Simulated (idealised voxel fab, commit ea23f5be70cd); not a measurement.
process module | voxel plated lines
cross-section cut | 215 nm wide | cells 5 nm
A cross-section is a grid of square cells, given in bands from the top down. A band is one or more rows of cells.
Each band's line starts with the height of the band's top and of its bottom, in nm. Then come its materials from left to right, each with its width in nm. One material with "throughout" fills the band from edge to edge. "air" is empty space.
Height 0 is the level under which the wafer as received is all one material. The lowest band goes on downwards, as in "0 down".
A width such as "30 to 40" changes by the same amount from each row of cells to the next, from the band's top row to its bottom row.
"no change" after a step means that no cell of the cross-section changed.
closed voids: empty space of 8 cells or more with no open way to the top, each as width x height at its distance from the left edge, in nm
after a step's settings: what the simulator itself notes on the step
overlay nm, on a step with a mask: how far to the right of its planned place the mask lay; to the left if negative
plan
1 op RECEIVE | material Si
2 op CONFORMAL_DEP | material SiN | thk nm 10
3 op DIRECTIONAL_DEP | material TiN | thk nm 5
4 op PATTERN | tone open | mask id LINES | material resist | width nm 25 | pitch nm 45 | thk nm 40 | overlay nm 0
5 op EPI | material Ru | thk nm 10
6 op EPI | material Ru | thk nm 10
7 op EPI | material Ru | thk nm 10
8 op STRIP | etch materials resist
9 op DIRECTIONAL_ETCH | etch materials TiN | depth nm 5
10 op CONFORMAL_DEP | material SiCN | thk nm 10
as received, after step 1
  0 down: Si throughout
  closed voids: none
a wafer at the end: this start, this plan, one mistake
  55 to 45: air 45 | SiCN 40 | air 5 | SiCN 40 | air 5 | SiCN 40 | air 40
  45 to 20: air 45 | SiCN 10 | Ru 20 | SiCN 10 | air 5 | SiCN 10 | Ru 20 | SiCN 10 | air 5 | SiCN 10 | Ru 20 | SiCN 10 | air 40
  20 to 15: SiCN 55 | Ru 20 | SiCN 25 | Ru 20 | SiCN 25 | Ru 20 | SiCN 50
  15 to 10: SiCN 55 | TiN 20 | SiCN 25 | TiN 20 | SiCN 25 | TiN 20 | SiCN 50
  10 to 0: SiN throughout
  0 down: Si throughout
  closed voids: none
what went wrong: step 4 ran as: op PATTERN | tone open | mask id LINES | material resist | width nm 20 | pitch nm 45 | thk nm 40 | overlay nm 0
